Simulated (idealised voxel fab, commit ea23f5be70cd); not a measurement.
This is a process module. Its name is voxel wiring stack.
Xsec cut, 190 nm wide, square cell size 5 nm.
Cross-section format: a grid of square cells, given as bands from top to bottom; each band is one or more rows of cells.
Heads up on the band format: heights come first, top then bottom, in nm. After that it's the materials left to right, each with its width in nm. A single material flagged "all across" fills the whole band edge to edge, and "air" means there's empty space there.
Height is counted from the level 0, under which the received wafer is composed throughout of one material. The lowest of the bands is not closed at the bottom but continues downward, in the notation "from 0 down".
Width spec "30 to 40" -> top row of cells at first value, bottom row at second value, equal per-row change in between.
You'll sometimes find "everything unchanged" written for a step, and that's the way of saying that nowhere in the cross-section did a cell change during that step.
Under "Unvented cavities" you'll find the enclosed gaps, the ones with no way out to the top, that are 8 cells or bigger; each reads width x height at distance, with distance counted from the left edge, everything in nm.
On a step's line, text after the settings is the simulator commenting on that step.
overlay nm: step with mask; distance mask lay right of planned place; negative value = left of planned place.

-- The planned process steps are enumerated hereunder
- 1: RECEIVE with material Si
- 2: CONFORMAL_DEP with material SiO2, thk nm 15
- 3: CONFORMAL_DEP with material SiCN, thk nm 5
- 4: DIRECTIONAL_DEP with material lowk, thk nm 15
- 5: DIRECTIONAL_DEP with material aC, thk nm 15
- 6: PATTERN with tone open, mask id METAL_1, material resist, width nm 20, pitch nm 35, thk nm 35, overlay nm 0
- 7: DIRECTIONAL_ETCH with etch materials aC, depth nm 15
- 8: STRIP with etch materials resist
- 9: DIRECTIONAL_ETCH with etch materials lowk, depth nm 15
- 10: DIRECTIONAL_ETCH with etch materials SiCN, depth nm 5
- 11: STRIP with etch materials aC
- 12: CONFORMAL_DEP with material TiN, thk nm 5
- 13: FILL_DEP with material W, thk nm 5
- 14: CMP with height nm 35
- 15: CONFORMAL_DEP with material SiCN, thk nm 5
- 16: DIRECTIONAL_DEP with material lowk, thk nm 15
- 17: PATTERN with tone open, mask id PLUG_1, material resist, width nm 15, pitch nm 35, thk nm 15, overlay nm 0
- 18: DIRECTIONAL_ETCH with etch materials lowk, depth nm 15
- 19: DIRECTIONAL_ETCH with etch materials SiCN, depth nm 5
- 20: STRIP with etch materials resist
- 21: EPI with material Ru, thk nm 10
- 22: EPI with material Ru, thk nm 10
- 23: DIRECTIONAL_DEP with material TiN, thk nm 5
- 24: DIRECTIONAL_DEP with material Ru, thk nm 15
- 25: MASKED_ETCH with tone cover, mask id METAL_2, width nm 20, pitch nm 35, etch materials Ru, depth nm 15, overlay nm 0
- 26: MASKED_ETCH with tone cover, mask id METAL_2, width nm 20, pitch nm 35, etch materials TiN, depth nm 5, overlay nm 0
- 27: CONFORMAL_DEP with material SiCN, thk nm 5
- 28: FILL_DEP with material lowk, thk nm 5
- 29: CMP with height nm 75
- 30: CONFORMAL_DEP with material SiCN, thk nm 5
- 31: DIRECTIONAL_DEP with material lowk, thk nm 30
- 32: PATTERN with tone open, mask id METAL_3_HOLES, material resist, width nm 15, pitch nm 35, thk nm 15, overlay nm 0
- 33: DIRECTIONAL_ETCH with etch materials lowk, depth nm 30
- 34: STRIP with etch materials resist
- 35: DIRECTIONAL_DEP with material aC, thk nm 15
- 36: PATTERN with tone open, mask id METAL_3, material resist, width nm 20, pitch nm 35, thk nm 35, overlay nm 0
- 37: DIRECTIONAL_ETCH with etch materials aC, depth nm 15
- 38: STRIP with etch materials resist
- 39: DIRECTIONAL_ETCH with etch materials lowk, depth nm 15
- 40: DIRECTIONAL_ETCH with etch materials SiCN, depth nm 5
- 41: STRIP with etch materials aC
- 42: CONFORMAL_DEP with material TiN, thk nm 5
- 43: FILL_DEP with material Ru, thk nm 10
- 44: CMP with height nm 110
- 45: CONFORMAL_DEP with material SiCN, thk nm 5

-- First of two wafers, with the run carried out as planned

-- Cross-section of the wafer upon arrival, representing the state reached after step 1
from 0 down | Si all across
Unvented cavities: none

-- How the wafer stands in section after step 2
from 15 to 0 | SiO2 all across
Below 0, no change.

-- How the wafer stands in section after step 3
from 20 to 15 | SiCN all across
Below 15, no change.

-- How the wafer stands in section after step 4
from 35 to 20 | lowk all across
Below 20, no change.

-- How the wafer stands in section after step 5
from 50 to 35 | aC all across
Below 35, no change.

-- How the wafer stands in section after step 6
from 85 to 50 | resist 65 nm  air 20 nm  resist 15 nm  air 20 nm  resist 70 nm
Below 50, no change.

-- How the wafer stands in section after step 7
from 70 to 50 | resist 65 nm  air 20 nm  resist 15 nm  air 20 nm  resist 70 nm
from 50 to 35 | aC 65 nm  air 20 nm  aC 15 nm  air 20 nm  aC 70 nm
Below 35, no change.

-- How the wafer stands in section after step 8
from 50 to 35 | aC 65 nm  air 20 nm  aC 15 nm  air 20 nm  aC 70 nm
Below 35, no change.

-- How the wafer stands in section after step 9
from 50 to 35 | aC 65 nm  air 20 nm  aC 15 nm  air 20 nm  aC 70 nm
from 35 to 20 | lowk 65 nm  air 20 nm  lowk 15 nm  air 20 nm  lowk 70 nm
Below 20, no change.

-- How the wafer stands in section after step 10
from 50 to 35 | aC 65 nm  air 20 nm  aC 15 nm  air 20 nm  aC 70 nm
from 35 to 20 | lowk 65 nm  air 20 nm  lowk 15 nm  air 20 nm  lowk 70 nm
from 20 to 15 | SiCN 65 nm  air 20 nm  SiCN 15 nm  air 20 nm  SiCN 70 nm
Below 15, no change.

-- How the wafer stands in section after step 11
from 35 to 20 | lowk 65 nm  air 20 nm  lowk 15 nm  air 20 nm  lowk 70 nm
Below 20, no change.

-- How the wafer stands in section after step 12
from 40 to 35 | TiN 70 nm  air 10 nm  TiN 25 nm  air 10 nm  TiN 75 nm
from 35 to 20 | lowk 65 nm  TiN 5 nm  air 10 nm  TiN 5 nm  lowk 15 nm  TiN 5 nm  air 10 nm  TiN 5 nm  lowk 70 nm
from 20 to 15 | SiCN 65 nm  TiN 20 nm  SiCN 15 nm  TiN 20 nm  SiCN 70 nm
Below 15, no change.

-- How the wafer stands in section after step 13
from 45 to 40 | W all across
from 40 to 35 | TiN 70 nm  W 10 nm  TiN 25 nm  W 10 nm  TiN 75 nm
from 35 to 20 | lowk 65 nm  TiN 5 nm  W 10 nm  TiN 5 nm  lowk 15 nm  TiN 5 nm  W 10 nm  TiN 5 nm  lowk 70 nm
Below 20, no change.

-- How the wafer stands in section after step 14
from 35 to 20 | lowk 65 nm  TiN 5 nm  W 10 nm  TiN 5 nm  lowk 15 nm  TiN 5 nm  W 10 nm  TiN 5 nm  lowk 70 nm
Below 20, no change.

-- How the wafer stands in section after step 15
from 40 to 35 | SiCN all across
Below 35, no change.

-- How the wafer stands in section after step 16
from 55 to 40 | lowk all across
Below 40, no change.

-- How the wafer stands in section after step 17
from 70 to 55 | resist 65 nm  air 15 nm  resist 20 nm  air 15 nm  resist 75 nm
Below 55, no change.

-- How the wafer stands in section after step 18
from 70 to 55 | resist 65 nm  air 15 nm  resist 20 nm  air 15 nm  resist 75 nm
from 55 to 40 | lowk 65 nm  air 15 nm  lowk 20 nm  air 15 nm  lowk 75 nm
Below 40, no change.

-- How the wafer stands in section after step 19
from 70 to 55 | resist 65 nm  air 15 nm  resist 20 nm  air 15 nm  resist 75 nm
from 55 to 40 | lowk 65 nm  air 15 nm  lowk 20 nm  air 15 nm  lowk 75 nm
from 40 to 35 | SiCN 65 nm  air 15 nm  SiCN 20 nm  air 15 nm  SiCN 75 nm
Below 35, no change.

-- How the wafer stands in section after step 20
from 55 to 40 | lowk 65 nm  air 15 nm  lowk 20 nm  air 15 nm  lowk 75 nm
Below 40, no change.

-- How the wafer stands in section after step 21
from 55 to 45 | lowk 65 nm  air 15 nm  lowk 20 nm  air 15 nm  lowk 75 nm
from 45 to 40 | lowk 65 nm  Ru 15 nm  lowk 20 nm  Ru 15 nm  lowk 75 nm
from 40 to 35 | SiCN 65 nm  Ru 15 nm  SiCN 20 nm  Ru 15 nm  SiCN 75 nm
Below 35, no change.

-- How the wafer stands in section after step 22
from 55 to 40 | lowk 65 nm  Ru 15 nm  lowk 20 nm  Ru 15 nm  lowk 75 nm
Below 40, no change.

-- How the wafer stands in section after step 23
from 60 to 55 | TiN all across
Below 55, no change.

-- How the wafer stands in section after step 24
from 75 to 60 | Ru all across
Below 60, no change.

-- How the wafer stands in section after step 25
from 75 to 60 | air 65 nm  Ru 20 nm  air 15 nm  Ru 20 nm  air 70 nm
Below 60, no change.

-- How the wafer stands in section after step 26
from 75 to 60 | air 65 nm  Ru 20 nm  air 15 nm  Ru 20 nm  air 70 nm
from 60 to 55 | air 65 nm  TiN 20 nm  air 15 nm  TiN 20 nm  air 70 nm
Below 55, no change.

-- How the wafer stands in section after step 27
from 80 to 75 | air 60 nm  SiCN 30 nm  air 5 nm  SiCN 30 nm  air 65 nm
from 75 to 60 | air 60 nm  SiCN 5 nm  Ru 20 nm  SiCN 5 nm  air 5 nm  SiCN 5 nm  Ru 20 nm  SiCN 5 nm  air 65 nm
from 60 to 55 | SiCN 65 nm  TiN 20 nm  SiCN 15 nm  TiN 20 nm  SiCN 70 nm
Below 55, no change.

-- How the wafer stands in section after step 28
from 85 to 80 | lowk all across
from 80 to 75 | lowk 60 nm  SiCN 30 nm  lowk 5 nm  SiCN 30 nm  lowk 65 nm
from 75 to 60 | lowk 60 nm  SiCN 5 nm  Ru 20 nm  SiCN 5 nm  lowk 5 nm  SiCN 5 nm  Ru 20 nm  SiCN 5 nm  lowk 65 nm
Below 60, no change.

-- How the wafer stands in section after step 29
from 75 to 60 | lowk 60 nm  SiCN 5 nm  Ru 20 nm  SiCN 5 nm  lowk 5 nm  SiCN 5 nm  Ru 20 nm  SiCN 5 nm  lowk 65 nm
Below 60, no change.

-- How the wafer stands in section after step 30
from 80 to 75 | SiCN all across
Below 75, no change.

-- How the wafer stands in section after step 31
from 110 to 80 | lowk all across
Below 80, no change.

-- How the wafer stands in section after step 32
from 125 to 110 | resist 65 nm  air 15 nm  resist 20 nm  air 15 nm  resist 75 nm
Below 110, no change.

-- How the wafer stands in section after step 33
from 125 to 110 | resist 65 nm  air 15 nm  resist 20 nm  air 15 nm  resist 75 nm
from 110 to 80 | lowk 65 nm  air 15 nm  lowk 20 nm  air 15 nm  lowk 75 nm
Below 80, no change.

-- How the wafer stands in section after step 34
from 110 to 80 | lowk 65 nm  air 15 nm  lowk 20 nm  air 15 nm  lowk 75 nm
Below 80, no change.

-- How the wafer stands in section after step 35
from 125 to 110 | aC 65 nm  air 15 nm  aC 20 nm  air 15 nm  aC 75 nm
from 110 to 95 | lowk 65 nm  air 15 nm  lowk 20 nm  air 15 nm  lowk 75 nm
from 95 to 80 | lowk 65 nm  aC 15 nm  lowk 20 nm  aC 15 nm  lowk 75 nm
Below 80, no change.

-- How the wafer stands in section after step 36
from 160 to 125 | resist 65 nm  air 20 nm  resist 15 nm  air 20 nm  resist 70 nm
Below 125, no change.

-- How the wafer stands in section after step 37
from 145 to 125 | resist 65 nm  air 20 nm  resist 15 nm  air 20 nm  resist 70 nm
from 125 to 110 | aC 65 nm  air 20 nm  aC 15 nm  air 20 nm  aC 70 nm
from 110 to 80 | lowk 65 nm  air 15 nm  lowk 20 nm  air 15 nm  lowk 75 nm
Below 80, no change.

-- How the wafer stands in section after step 38
from 125 to 110 | aC 65 nm  air 20 nm  aC 15 nm  air 20 nm  aC 70 nm
Below 110, no change.

-- How the wafer stands in section after step 39
from 125 to 110 | aC 65 nm  air 20 nm  aC 15 nm  air 20 nm  aC 70 nm
from 110 to 95 | lowk 65 nm  air 20 nm  lowk 15 nm  air 20 nm  lowk 70 nm
Below 95, no change.

-- How the wafer stands in section after step 40
from 125 to 110 | aC 65 nm  air 20 nm  aC 15 nm  air 20 nm  aC 70 nm
from 110 to 95 | lowk 65 nm  air 20 nm  lowk 15 nm  air 20 nm  lowk 70 nm
from 95 to 80 | lowk 65 nm  air 15 nm  lowk 20 nm  air 15 nm  lowk 75 nm
from 80 to 75 | SiCN 65 nm  air 15 nm  SiCN 20 nm  air 15 nm  SiCN 75 nm
Below 75, no change.

-- How the wafer stands in section after step 41
from 110 to 95 | lowk 65 nm  air 20 nm  lowk 15 nm  air 20 nm  lowk 70 nm
Below 95, no change.

-- How the wafer stands in section after step 42
from 115 to 110 | TiN 70 nm  air 10 nm  TiN 25 nm  air 10 nm  TiN 75 nm
from 110 to 100 | lowk 65 nm  TiN 5 nm  air 10 nm  TiN 5 nm  lowk 15 nm  TiN 5 nm  air 10 nm  TiN 5 nm  lowk 70 nm
from 100 to 95 | lowk 65 nm  TiN 5 nm  air 5 nm  TiN 10 nm  lowk 15 nm  TiN 5 nm  air 5 nm  TiN 10 nm  lowk 70 nm
from 95 to 80 | lowk 65 nm  TiN 5 nm  air 5 nm  TiN 5 nm  lowk 20 nm  TiN 5 nm  air 5 nm  TiN 5 nm  lowk 75 nm
from 80 to 75 | SiCN 65 nm  TiN 15 nm  SiCN 20 nm  TiN 15 nm  SiCN 75 nm
Below 75, no change.

-- How the wafer stands in section after step 43
from 125 to 115 | Ru all across
from 115 to 110 | TiN 70 nm  Ru 10 nm  TiN 25 nm  Ru 10 nm  TiN 75 nm
from 110 to 100 | lowk 65 nm  TiN 5 nm  Ru 10 nm  TiN 5 nm  lowk 15 nm  TiN 5 nm  Ru 10 nm  TiN 5 nm  lowk 70 nm
from 100 to 95 | lowk 65 nm  TiN 5 nm  Ru 5 nm  TiN 10 nm  lowk 15 nm  TiN 5 nm  Ru 5 nm  TiN 10 nm  lowk 70 nm
from 95 to 80 | lowk 65 nm  TiN 5 nm  Ru 5 nm  TiN 5 nm  lowk 20 nm  TiN 5 nm  Ru 5 nm  TiN 5 nm  lowk 75 nm
Below 80, no change.

-- How the wafer stands in section after step 44
from 110 to 100 | lowk 65 nm  TiN 5 nm  Ru 10 nm  TiN 5 nm  lowk 15 nm  TiN 5 nm  Ru 10 nm  TiN 5 nm  lowk 70 nm
Below 100, no change.

-- How the wafer stands in section after step 45
from 115 to 110 | SiCN all across
Below 110, no change.

-- Second Wafer (Identical Start and Plan, One Processing Error; Matches First Wafer Through Step 14)

-- Look at the second wafer in cross-section at the time step 15 ought to have finished
from 50 to 35 | lowk all across
Below 35, no change.

-- Look at the second wafer in cross-section at the time step 16 ought to have finished
from 55 to 50 | SiCN all across
Below 50, no change.

-- Look at the second wafer in cross-section at the time step 17 ought to have finished
from 70 to 55 | resist 65 nm  air 15 nm  resist 20 nm  air 15 nm  resist 75 nm
Below 55, no change.

Look at the second wafer in cross-section at the time step 18 ought to have finished: everything unchanged

-- Look at the second wafer in cross-section at the time step 19 ought to have finished
from 70 to 55 | resist 65 nm  air 15 nm  resist 20 nm  air 15 nm  resist 75 nm
from 55 to 50 | SiCN 65 nm  air 15 nm  SiCN 20 nm  air 15 nm  SiCN 75 nm
Below 50, no change.

-- Look at the second wafer in cross-section at the time step 20 ought to have finished
from 55 to 50 | SiCN 65 nm  air 15 nm  SiCN 20 nm  air 15 nm  SiCN 75 nm
Below 50, no change.

Look at the second wafer in cross-section at the time step 21 ought to have finished: everything unchanged

Look at the second wafer in cross-section at the time step 22 ought to have finished: everything unchanged

-- Look at the second wafer in cross-section at the time step 23 ought to have finished
from 60 to 55 | TiN 65 nm  air 15 nm  TiN 20 nm  air 15 nm  TiN 75 nm
from 55 to 50 | SiCN 65 nm  TiN 15 nm  SiCN 20 nm  TiN 15 nm  SiCN 75 nm
Below 50, no change.

-- Look at the second wafer in cross-section at the time step 24 ought to have finished
from 75 to 70 | Ru 65 nm  air 15 nm  Ru 20 nm  air 15 nm  Ru 75 nm
from 70 to 60 | Ru all across
from 60 to 55 | TiN 65 nm  Ru 15 nm  TiN 20 nm  Ru 15 nm  TiN 75 nm
Below 55, no change.

-- Look at the second wafer in cross-section at the time step 25 ought to have finished
from 75 to 70 | air 80 nm  Ru 5 nm  air 30 nm  Ru 5 nm  air 70 nm
from 70 to 60 | air 65 nm  Ru 20 nm  air 15 nm  Ru 20 nm  air 70 nm
Below 60, no change.

-- Look at the second wafer in cross-section at the time step 26 ought to have finished
from 75 to 70 | air 80 nm  Ru 5 nm  air 30 nm  Ru 5 nm  air 70 nm
from 70 to 60 | air 65 nm  Ru 20 nm  air 15 nm  Ru 20 nm  air 70 nm
from 60 to 55 | air 65 nm  Ru 15 nm  TiN 5 nm  air 15 nm  Ru 15 nm  TiN 5 nm  air 70 nm
Below 55, no change.

-- Look at the second wafer in cross-section at the time step 27 ought to have finished
from 80 to 75 | air 75 nm  SiCN 15 nm  air 20 nm  SiCN 15 nm  air 65 nm
from 75 to 70 | air 60 nm  SiCN 20 nm  Ru 5 nm  SiCN 5 nm  air 5 nm  SiCN 20 nm  Ru 5 nm  SiCN 5 nm  air 65 nm
from 70 to 60 | air 60 nm  SiCN 5 nm  Ru 20 nm  SiCN 5 nm  air 5 nm  SiCN 5 nm  Ru 20 nm  SiCN 5 nm  air 65 nm
from 60 to 55 | SiCN 65 nm  Ru 15 nm  TiN 5 nm  SiCN 15 nm  Ru 15 nm  TiN 5 nm  SiCN 70 nm
Below 55, no change.

-- Look at the second wafer in cross-section at the time step 28 ought to have finished
from 85 to 80 | lowk all across
from 80 to 75 | lowk 75 nm  SiCN 15 nm  lowk 20 nm  SiCN 15 nm  lowk 65 nm
from 75 to 70 | lowk 60 nm  SiCN 20 nm  Ru 5 nm  SiCN 5 nm  lowk 5 nm  SiCN 20 nm  Ru 5 nm  SiCN 5 nm  lowk 65 nm
from 70 to 60 | lowk 60 nm  SiCN 5 nm  Ru 20 nm  SiCN 5 nm  lowk 5 nm  SiCN 5 nm  Ru 20 nm  SiCN 5 nm  lowk 65 nm
Below 60, no change.

-- Look at the second wafer in cross-section at the time step 29 ought to have finished
from 75 to 70 | lowk 60 nm  SiCN 20 nm  Ru 5 nm  SiCN 5 nm  lowk 5 nm  SiCN 20 nm  Ru 5 nm  SiCN 5 nm  lowk 65 nm
Below 70, no change.

-- Look at the second wafer in cross-section at the time step 30 ought to have finished
from 80 to 75 | SiCN all across
Below 75, no change.

-- Look at the second wafer in cross-section at the time step 31 ought to have finished
from 110 to 80 | lowk all across
Below 80, no change.

-- Look at the second wafer in cross-section at the time step 32 ought to have finished
from 125 to 110 | resist 65 nm  air 15 nm  resist 20 nm  air 15 nm  resist 75 nm
Below 110, no change.

-- Look at the second wafer in cross-section at the time step 33 ought to have finished
from 125 to 110 | resist 65 nm  air 15 nm  resist 20 nm  air 15 nm  resist 75 nm
from 110 to 80 | lowk 65 nm  air 15 nm  lowk 20 nm  air 15 nm  lowk 75 nm
Below 80, no change.

-- Look at the second wafer in cross-section at the time step 34 ought to have finished
from 110 to 80 | lowk 65 nm  air 15 nm  lowk 20 nm  air 15 nm  lowk 75 nm
Below 80, no change.

-- Look at the second wafer in cross-section at the time step 35 ought to have finished
from 125 to 110 | aC 65 nm  air 15 nm  aC 20 nm  air 15 nm  aC 75 nm
from 110 to 95 | lowk 65 nm  air 15 nm  lowk 20 nm  air 15 nm  lowk 75 nm
from 95 to 80 | lowk 65 nm  aC 15 nm  lowk 20 nm  aC 15 nm  lowk 75 nm
Below 80, no change.

-- Look at the second wafer in cross-section at the time step 36 ought to have finished
from 160 to 125 | resist 65 nm  air 20 nm  resist 15 nm  air 20 nm  resist 70 nm
Below 125, no change.

-- Look at the second wafer in cross-section at the time step 37 ought to have finished
from 145 to 125 | resist 65 nm  air 20 nm  resist 15 nm  air 20 nm  resist 70 nm
from 125 to 110 | aC 65 nm  air 20 nm  aC 15 nm  air 20 nm  aC 70 nm
from 110 to 80 | lowk 65 nm  air 15 nm  lowk 20 nm  air 15 nm  lowk 75 nm
Below 80, no change.

-- Look at the second wafer in cross-section at the time step 38 ought to have finished
from 125 to 110 | aC 65 nm  air 20 nm  aC 15 nm  air 20 nm  aC 70 nm
Below 110, no change.

-- Look at the second wafer in cross-section at the time step 39 ought to have finished
from 125 to 110 | aC 65 nm  air 20 nm  aC 15 nm  air 20 nm  aC 70 nm
from 110 to 95 | lowk 65 nm  air 20 nm  lowk 15 nm  air 20 nm  lowk 70 nm
Below 95, no change.

-- Look at the second wafer in cross-section at the time step 40 ought to have finished
from 125 to 110 | aC 65 nm  air 20 nm  aC 15 nm  air 20 nm  aC 70 nm
from 110 to 95 | lowk 65 nm  air 20 nm  lowk 15 nm  air 20 nm  lowk 70 nm
from 95 to 80 | lowk 65 nm  air 15 nm  lowk 20 nm  air 15 nm  lowk 75 nm
from 80 to 75 | SiCN 65 nm  air 15 nm  SiCN 20 nm  air 15 nm  SiCN 75 nm
Below 75, no change.

-- Look at the second wafer in cross-section at the time step 41 ought to have finished
from 110 to 95 | lowk 65 nm  air 20 nm  lowk 15 nm  air 20 nm  lowk 70 nm
Below 95, no change.

-- Look at the second wafer in cross-section at the time step 42 ought to have finished
from 115 to 110 | TiN 70 nm  air 10 nm  TiN 25 nm  air 10 nm  TiN 75 nm
from 110 to 100 | lowk 65 nm  TiN 5 nm  air 10 nm  TiN 5 nm  lowk 15 nm  TiN 5 nm  air 10 nm  TiN 5 nm  lowk 70 nm
from 100 to 95 | lowk 65 nm  TiN 5 nm  air 5 nm  TiN 10 nm  lowk 15 nm  TiN 5 nm  air 5 nm  TiN 10 nm  lowk 70 nm
from 95 to 80 | lowk 65 nm  TiN 5 nm  air 5 nm  TiN 5 nm  lowk 20 nm  TiN 5 nm  air 5 nm  TiN 5 nm  lowk 75 nm
from 80 to 75 | SiCN 65 nm  TiN 15 nm  SiCN 20 nm  TiN 15 nm  SiCN 75 nm
Below 75, no change.

-- Look at the second wafer in cross-section at the time step 43 ought to have finished
from 125 to 115 | Ru all across
from 115 to 110 | TiN 70 nm  Ru 10 nm  TiN 25 nm  Ru 10 nm  TiN 75 nm
from 110 to 100 | lowk 65 nm  TiN 5 nm  Ru 10 nm  TiN 5 nm  lowk 15 nm  TiN 5 nm  Ru 10 nm  TiN 5 nm  lowk 70 nm
from 100 to 95 | lowk 65 nm  TiN 5 nm  Ru 5 nm  TiN 10 nm  lowk 15 nm  TiN 5 nm  Ru 5 nm  TiN 10 nm  lowk 70 nm
from 95 to 80 | lowk 65 nm  TiN 5 nm  Ru 5 nm  TiN 5 nm  lowk 20 nm  TiN 5 nm  Ru 5 nm  TiN 5 nm  lowk 75 nm
Below 80, no change.

-- Look at the second wafer in cross-section at the time step 44 ought to have finished
from 110 to 100 | lowk 65 nm  TiN 5 nm  Ru 10 nm  TiN 5 nm  lowk 15 nm  TiN 5 nm  Ru 10 nm  TiN 5 nm  lowk 70 nm
Below 100, no change.

-- Look at the second wafer in cross-section at the time step 45 ought to have finished
from 115 to 110 | SiCN all across
Below 110, no change.
Here's what went sideways: steps 15 and 16 run out of order (swapped)
Final difference in cells, second wafer against first, listed per material as more or fewer: Ru: 24 fewer, SiCN: 6 more, lowk: 18 more
